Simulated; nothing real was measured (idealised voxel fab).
process module | voxel plated lines
cross-section cut | 245 nm wide | cells 5 nm
A cross-section is a grid of square cells, given in bands from the top down. A band is one or more rows of cells.
Each band's line starts with the height of the band's top and of its bottom, in nm. Then come its materials from left to right, each with its width in nm. One material with "throughout" fills the band from edge to edge. "air" is empty space.
Height 0 is the level under which the wafer as received is all one material. The lowest band goes on downwards, as in "0 down".
A width such as "30 to 40" changes by the same amount from each row of cells to the next, from the band's top row to its bottom row.
"no change" after a step means that no cell of the cross-section changed.
closed voids: empty space of 8 cells or more with no open way to the top, each as width x height at its distance from the left edge, in nm
after a step's settings: what the simulator itself notes on the step
overlay nm, on a step with a mask: how far to the right of its planned place the mask lay; to the left if negative
Each pair below shows a cross-section before one step and the cross-section after it, down to the lowest band that changed. The line under each pair gives the step between them, with its settings. The pairs can come from different runs of this module on the same starting wafer, so a pair continues from the pair above only where its "before" says so.
before
  0 down: Si throughout
  closed voids: none
after
  10 to 0: SiO2 throughout
  below 0: unchanged
  closed voids: none
the step between: op CONFORMAL_DEP | material SiO2 | thk nm 10
before: the cross-section after the pair above
after
  15 to 10: TiN throughout
  below 10: unchanged
  closed voids: none
the step between: op DIRECTIONAL_DEP | material TiN | thk nm 5
before: the cross-section after the pair above
after
  40 to 15: resist 95 | air 15 | resist 20 | air 15 | resist 100
  below 15: unchanged
  closed voids: none
the step between: op PATTERN | tone open | mask id LINES | material resist | width nm 15 | pitch nm 35 | thk nm 25 | overlay nm 0
before: the cross-section after the pair above
after
  40 to 20: resist 95 | air 15 | resist 20 | air 15 | resist 100
  20 to 15: resist 95 | Ru 15 | resist 20 | Ru 15 | resist 100
  below 15: unchanged
  closed voids: none
the step between: op EPI | material Ru | thk nm 5
before: the cross-section after the pair above
after
  40 to 30: resist 95 | air 15 | resist 20 | air 15 | resist 100
  30 to 15: resist 95 | Ru 15 | resist 20 | Ru 15 | resist 100
  below 15: unchanged
  closed voids: none
the step between: op EPI | material Ru | thk nm 10
before: the cross-section after the pair above
after
  30 to 15: air 95 | Ru 15 | air 20 | Ru 15 | air 100
  below 15: unchanged
  closed voids: none
the step between: op STRIP | etch materials resist
before: the cross-section after the pair above
after
  30 to 15: air 95 | Ru 15 | air 20 | Ru 15 | air 100
  15 to 10: air 95 | TiN 15 | air 20 | TiN 15 | air 100
  below 10: unchanged
  closed voids: none
the step between: op DIRECTIONAL_ETCH | etch materials TiN | depth nm 5
before: the cross-section after the pair above
after
  35 to 30: air 90 | SiCN 25 | air 10 | SiCN 25 | air 95
  30 to 15: air 90 | SiCN 5 | Ru 15 | SiCN 5 | air 10 | SiCN 5 | Ru 15 | SiCN 5 | air 95
  15 to 10: SiCN 95 | TiN 15 | SiCN 20 | TiN 15 | SiCN 100
  below 10: unchanged
  closed voids: none
the step between: op CONFORMAL_DEP | material SiCN | thk nm 5
before
  0 down: Si throughout
  closed voids: none
after
  5 to 0: TiN throughout
  below 0: unchanged
  closed voids: none
the step between: op DIRECTIONAL_DEP | material TiN | thk nm 5
before: the cross-section after the pair above
after
  30 to 5: resist 95 | air 15 | resist 20 | air 15 | resist 100
  below 5: unchanged
  closed voids: none
the step between: op PATTERN | tone open | mask id LINES | material resist | width nm 15 | pitch nm 35 | thk nm 25 | overlay nm 0
before: the cross-section after the pair above
after
  30 to 10: resist 95 | air 15 | resist 20 | air 15 | resist 100
  10 to 5: resist 95 | Ru 15 | resist 20 | Ru 15 | resist 100
  below 5: unchanged
  closed voids: none
the step between: op EPI | material Ru | thk nm 5
before: the cross-section after the pair above
after
  30 to 20: resist 95 | air 15 | resist 20 | air 15 | resist 100
  20 to 5: resist 95 | Ru 15 | resist 20 | Ru 15 | resist 100
  below 5: unchanged
  closed voids: none
the step between: op EPI | material Ru | thk nm 10
before: the cross-section after the pair above
after
  20 to 5: air 95 | Ru 15 | air 20 | Ru 15 | air 100
  below 5: unchanged
  closed voids: none
the step between: op STRIP | etch materials resist
before: the cross-section after the pair above
after
  20 to 5: air 95 | Ru 15 | air 20 | Ru 15 | air 100
  5 to 0: air 95 | TiN 15 | air 20 | TiN 15 | air 100
  below 0: unchanged
  closed voids: none
the step between: op DIRECTIONAL_ETCH | etch materials TiN | depth nm 5
before: the cross-section after the pair above
after
  25 to 20: air 90 | SiCN 25 | air 10 | SiCN 25 | air 95
  20 to 5: air 90 | SiCN 5 | Ru 15 | SiCN 5 | air 10 | SiCN 5 | Ru 15 | SiCN 5 | air 95
  5 to 0: SiCN 95 | TiN 15 | SiCN 20 | TiN 15 | SiCN 100
  below 0: unchanged
  closed voids: none
the step between: op CONFORMAL_DEP | material SiCN | thk nm 5
before
  40 to 30: resist 95 | air 15 | resist 20 | air 15 | resist 100
  30 to 15: resist 95 | Ru 15 | resist 20 | Ru 15 | resist 100
  15 to 10: TiN throughout
  10 to 0: SiO2 throughout
  0 down: Si throughout
  closed voids: none
after
  40 to 15: resist 95 | Ru 15 | resist 20 | Ru 15 | resist 100
  below 15: unchanged
  closed voids: none
the step between: op EPI | material Ru | thk nm 10
before: the cross-section after the pair above
after
  40 to 15: air 95 | Ru 15 | air 20 | Ru 15 | air 100
  below 15: unchanged
  closed voids: none
the step between: op STRIP | etch materials resist
before: the cross-section after the pair above
after
  40 to 15: air 95 | Ru 15 | air 20 | Ru 15 | air 100
  15 to 10: air 95 | TiN 15 | air 20 | TiN 15 | air 100
  below 10: unchanged
  closed voids: none
the step between: op DIRECTIONAL_ETCH | etch materials TiN | depth nm 5
before: the cross-section after the pair above
after
  45 to 40: air 90 | SiCN 25 | air 10 | SiCN 25 | air 95
  40 to 15: air 90 | SiCN 5 | Ru 15 | SiCN 5 | air 10 | SiCN 5 | Ru 15 | SiCN 5 | air 95
  15 to 10: SiCN 95 | TiN 15 | SiCN 20 | TiN 15 | SiCN 100
  below 10: unchanged
  closed voids: none
the step between: op CONFORMAL_DEP | material SiCN | thk nm 5
before
  40 to 20: resist 95 | air 15 | resist 20 | air 15 | resist 100
  20 to 15: resist 95 | Ru 15 | resist 20 | Ru 15 | resist 100
  15 to 10: TiN throughout
  10 to 0: SiO2 throughout
  0 down: Si throughout
  closed voids: none
after
  20 to 15: air 95 | Ru 15 | air 20 | Ru 15 | air 100
  below 15: unchanged
  closed voids: none
the step between: op STRIP | etch materials resist
before: the cross-section after the pair above
after
  30 to 25: air 85 | Ru 70 | air 90
  25 to 15: Ru throughout
  below 15: unchanged
  closed voids: none
the step between: op EPI | material Ru | thk nm 10
before: the cross-section after the pair above
after
  35 to 30: air 80 | SiCN 80 | air 85
  30 to 25: SiCN 85 | Ru 70 | SiCN 90
  below 25: unchanged
  closed voids: none
the step between: op CONFORMAL_DEP | material SiCN | thk nm 5
before
  10 to 0: SiO2 throughout
  0 down: Si throughout
  closed voids: none
after
  25 to 10: TiN throughout
  below 10: unchanged
  closed voids: none
the step between: op DIRECTIONAL_DEP | material TiN | thk nm 15
before: the cross-section after the pair above
after
  50 to 25: resist 95 | air 15 | resist 20 | air 15 | resist 100
  below 25: unchanged
  closed voids: none
the step between: op PATTERN | tone open | mask id LINES | material resist | width nm 15 | pitch nm 35 | thk nm 25 | overlay nm 0
before: the cross-section after the pair above
after
  50 to 30: resist 95 | air 15 | resist 20 | air 15 | resist 100
  30 to 25: resist 95 | Ru 15 | resist 20 | Ru 15 | resist 100
  below 25: unchanged
  closed voids: none
the step between: op EPI | material Ru | thk nm 5
before: the cross-section after the pair above
after
  50 to 40: resist 95 | air 15 | resist 20 | air 15 | resist 100
  40 to 25: resist 95 | Ru 15 | resist 20 | Ru 15 | resist 100
  below 25: unchanged
  closed voids: none
the step between: op EPI | material Ru | thk nm 10
before: the cross-section after the pair above
after
  40 to 25: air 95 | Ru 15 | air 20 | Ru 15 | air 100
  below 25: unchanged
  closed voids: none
the step between: op STRIP | etch materials resist
before: the cross-section after the pair above
after
  40 to 25: air 95 | Ru 15 | air 20 | Ru 15 | air 100
  25 to 20: air 95 | TiN 15 | air 20 | TiN 15 | air 100
  below 20: unchanged
  closed voids: none
the step between: op DIRECTIONAL_ETCH | etch materials TiN | depth nm 5
before: the cross-section after the pair above
after
  45 to 40: air 90 | SiCN 25 | air 10 | SiCN 25 | air 95
  40 to 25: air 90 | SiCN 5 | Ru 15 | SiCN 5 | air 10 | SiCN 5 | Ru 15 | SiCN 5 | air 95
  25 to 20: SiCN 95 | TiN 15 | SiCN 20 | TiN 15 | SiCN 100
  below 20: unchanged
  closed voids: none
the step between: op CONFORMAL_DEP | material SiCN | thk nm 5
before
  15 to 10: TiN throughout
  10 to 0: SiO2 throughout
  0 down: Si throughout
  closed voids: none
after
  40 to 15: resist 95 | air 20 | resist 15 | air 20 | resist 95
  below 15: unchanged
  closed voids: none
the step between: op PATTERN | tone open | mask id LINES | material resist | width nm 20 | pitch nm 35 | thk nm 25 | overlay nm 0
before: the cross-section after the pair above
after
  40 to 20: resist 95 | air 20 | resist 15 | air 20 | resist 95
  20 to 15: resist 95 | Ru 20 | resist 15 | Ru 20 | resist 95
  below 15: unchanged
  closed voids: none
the step between: op EPI | material Ru | thk nm 5
before: the cross-section after the pair above
after
  40 to 30: resist 95 | air 20 | resist 15 | air 20 | resist 95
  30 to 15: resist 95 | Ru 20 | resist 15 | Ru 20 | resist 95
  below 15: unchanged
  closed voids: none
the step between: op EPI | material Ru | thk nm 10
before: the cross-section after the pair above
after
  30 to 15: air 95 | Ru 20 | air 15 | Ru 20 | air 95
  below 15: unchanged
  closed voids: none
the step between: op STRIP | etch materials resist
before: the cross-section after the pair above
after
  30 to 15: air 95 | Ru 20 | air 15 | Ru 20 | air 95
  15 to 10: air 95 | TiN 20 | air 15 | TiN 20 | air 95
  below 10: unchanged
  closed voids: none
the step between: op DIRECTIONAL_ETCH | etch materials TiN | depth nm 5
before: the cross-section after the pair above
after
  35 to 30: air 90 | SiCN 30 | air 5 | SiCN 30 | air 90
  30 to 15: air 90 | SiCN 5 | Ru 20 | SiCN 5 | air 5 | SiCN 5 | Ru 20 | SiCN 5 | air 90
  15 to 10: SiCN 95 | TiN 20 | SiCN 15 | TiN 20 | SiCN 95
  below 10: unchanged
  closed voids: none
the step between: op CONFORMAL_DEP | material SiCN | thk nm 5
before
  15 to 10: TiN throughout
  10 to 0: SiO2 throughout
  0 down: Si throughout
  closed voids: none
after
  40 to 15: resist 85 | air 15 | resist 20 | air 15 | resist 110
  below 15: unchanged
  closed voids: none
the step between: op PATTERN | tone open | mask id LINES | material resist | width nm 15 | pitch nm 35 | thk nm 25 | overlay nm -10
before: the cross-section after the pair above
after
  40 to 20: resist 85 | air 15 | resist 20 | air 15 | resist 110
  20 to 15: resist 85 | Ru 15 | resist 20 | Ru 15 | resist 110
  below 15: unchanged
  closed voids: none
the step between: op EPI | material Ru | thk nm 5
before: the cross-section after the pair above
after
  40 to 30: resist 85 | air 15 | resist 20 | air 15 | resist 110
  30 to 15: resist 85 | Ru 15 | resist 20 | Ru 15 | resist 110
  below 15: unchanged
  closed voids: none
the step between: op EPI | material Ru | thk nm 10
before: the cross-section after the pair above
after
  30 to 15: air 85 | Ru 15 | air 20 | Ru 15 | air 110
  below 15: unchanged
  closed voids: none
the step between: op STRIP | etch materials resist
before: the cross-section after the pair above
after
  30 to 15: air 85 | Ru 15 | air 20 | Ru 15 | air 110
  15 to 10: air 85 | TiN 15 | air 20 | TiN 15 | air 110
  below 10: unchanged
  closed voids: none
the step between: op DIRECTIONAL_ETCH | etch materials TiN | depth nm 5
before: the cross-section after the pair above
after
  35 to 30: air 80 | SiCN 25 | air 10 | SiCN 25 | air 105
  30 to 15: air 80 | SiCN 5 | Ru 15 | SiCN 5 | air 10 | SiCN 5 | Ru 15 | SiCN 5 | air 105
  15 to 10: SiCN 85 | TiN 15 | SiCN 20 | TiN 15 | SiCN 110
  below 10: unchanged
  closed voids: none
the step between: op CONFORMAL_DEP | material SiCN | thk nm 5
before
  0 down: Si throughout
  closed voids: none
after
  10 to 0: Ru throughout
  below 0: unchanged
  closed voids: none
the step between: op CONFORMAL_DEP | material Ru | thk nm 10
before: the cross-section after the pair above
after
  15 to 10: TiN throughout
  below 10: unchanged
  closed voids: none
the step between: op DIRECTIONAL_DEP | material TiN | thk nm 5
before: the cross-section after the pair above
after
  40 to 15: resist 95 | air 15 | resist 20 | air 15 | resist 100
  below 15: unchanged
  closed voids: none
the step between: op PATTERN | tone open | mask id LINES | material resist | width nm 15 | pitch nm 35 | thk nm 25 | overlay nm 0
before: the cross-section after the pair above
after
  40 to 20: resist 95 | air 15 | resist 20 | air 15 | resist 100
  20 to 15: resist 95 | Ru 15 | resist 20 | Ru 15 | resist 100
  below 15: unchanged
  closed voids: none
the step between: op EPI | material Ru | thk nm 5
before: the cross-section after the pair above
after
  40 to 30: resist 95 | air 15 | resist 20 | air 15 | resist 100
  30 to 15: resist 95 | Ru 15 | resist 20 | Ru 15 | resist 100
  below 15: unchanged
  closed voids: none
the step between: op EPI | material Ru | thk nm 10
before: the cross-section after the pair above
after
  30 to 15: air 95 | Ru 15 | air 20 | Ru 15 | air 100
  below 15: unchanged
  closed voids: none
the step between: op STRIP | etch materials resist
before: the cross-section after the pair above
after
  30 to 15: air 95 | Ru 15 | air 20 | Ru 15 | air 100
  15 to 10: air 95 | TiN 15 | air 20 | TiN 15 | air 100
  below 10: unchanged
  closed voids: none
the step between: op DIRECTIONAL_ETCH | etch materials TiN | depth nm 5
before: the cross-section after the pair above
after
  35 to 30: air 90 | SiCN 25 | air 10 | SiCN 25 | air 95
  30 to 15: air 90 | SiCN 5 | Ru 15 | SiCN 5 | air 10 | SiCN 5 | Ru 15 | SiCN 5 | air 95
  15 to 10: SiCN 95 | TiN 15 | SiCN 20 | TiN 15 | SiCN 100
  below 10: unchanged
  closed voids: none
the step between: op CONFORMAL_DEP | material SiCN | thk nm 5
before
  15 to 10: TiN throughout
  10 to 0: SiO2 throughout
  0 down: Si throughout
  closed voids: none
after
  40 to 15: air 95 | resist 15 | air 20 | resist 15 | air 100
  below 15: unchanged
  closed voids: none
the step between: op PATTERN | tone cover | mask id LINES | material resist | width nm 15 | pitch nm 35 | thk nm 25 | overlay nm 0
before: the cross-section after the pair above
after
  40 to 20: air 95 | resist 15 | air 20 | resist 15 | air 100
  20 to 15: Ru 95 | resist 15 | Ru 20 | resist 15 | Ru 100
  below 15: unchanged
  closed voids: none
the step between: op EPI | material Ru | thk nm 5
before: the cross-section after the pair above
after
  40 to 30: air 95 | resist 15 | air 20 | resist 15 | air 100
  30 to 15: Ru 95 | resist 15 | Ru 20 | resist 15 | Ru 100
  below 15: unchanged
  closed voids: none
the step between: op EPI | material Ru | thk nm 10
before: the cross-section after the pair above
after
  30 to 15: Ru 95 | air 15 | Ru 20 | air 15 | Ru 100
  below 15: unchanged
  closed voids: none
the step between: op STRIP | etch materials resist
before: the cross-section after the pair above
after
  30 to 15: Ru 95 | air 15 | Ru 20 | air 15 | Ru 100
  15 to 10: TiN 95 | air 15 | TiN 20 | air 15 | TiN 100
  below 10: unchanged
  closed voids: none
the step between: op DIRECTIONAL_ETCH | etch materials TiN | depth nm 5
before: the cross-section after the pair above
after
  35 to 30: SiCN 100 | air 5 | SiCN 30 | air 5 | SiCN 105
  30 to 15: Ru 95 | SiCN 5 | air 5 | SiCN 5 | Ru 20 | SiCN 5 | air 5 | SiCN 5 | Ru 100
  15 to 10: TiN 95 | SiCN 15 | TiN 20 | SiCN 15 | TiN 100
  below 10: unchanged
  closed voids: none
the step between: op CONFORMAL_DEP | material SiCN | thk nm 5
